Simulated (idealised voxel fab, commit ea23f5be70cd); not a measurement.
Process module heading - voxel released beams
We display cut, a cross-section 280 nm in width whose square cells are each 5 nm.
Just so we're on the same page, the cross-sections are grids of square cells, and they're listed out in bands top to bottom, each band one or more rows deep.
A band entry consists of two parts. The first gives the height of the band's top and the height of its bottom, in nm. The rest lists the band's materials from left to right, each with its width in nm. A single material labelled with the word "throughout" fills the band from edge to edge, and the word "blank" marks empty space.
Height 0 is the level under which the wafer as received is all one material. The lowest band goes on downwards, as in "0 and below".
A width such as "30->40" changes by the same amount from each row of cells to the next, from the band's top row to its bottom row.
Basically "everything unchanged" means that step didn't change any cell in the cross-section.
Under "Fully sealed cavities" you'll find the enclosed gaps, the ones with no way out to the top, that are 8 cells or bigger; each reads width x height at distance, with distance counted from the left edge, everything in nm.
The remark found on a step's line after its settings is issued by the simulator itself and pertains to that step.
"overlay nm" on a masked step: distance the mask lay right of its planned place, negative for left.

# The process steps that were planned are listed below
step 1: RECEIVE: material Si
step 2: CONFORMAL_DEP: material Al2O3, thk nm 10
step 3: DIRECTIONAL_DEP: material SiO2, thk nm 15
step 4: PATTERN: tone open, mask id ANCHOR, material resist, width nm 30, thk nm 15, overlay nm 0
step 5: DIRECTIONAL_ETCH: etch materials SiO2, depth nm 15
step 6: STRIP: etch materials resist
step 7: CONFORMAL_DEP: material SiN, thk nm 10
step 8: PATTERN: tone cover, mask id BEAM, material resist, width nm 75, thk nm 15, overlay nm 0
step 9: DIRECTIONAL_ETCH: etch materials SiN, depth nm 10
step 10: STRIP: etch materials resist
step 11: STRIP: etch materials SiO2

# As received (post step 1): cross-section
	0 and below = Si throughout
	Fully sealed cavities: none

# Figure: cross-sectional view of the wafer upon completion of the module, processed from the initial state and according to the plan depicted above, with one error introduced during execution
	25 down to 15 = blank 100 | SiN 15 | blank 10 | SiN 50 | blank 105
	15 down to 10 = blank 105 | SiN 10 | blank 10 | SiN 10 | blank 145
	10 down to 0 = blank 105 | SiN 30 | blank 145
	0 and below = Si throughout
	Fully sealed cavities: none
Against the plan, the run slipped here: with respect to the plan, step 2 was omitted and not executed
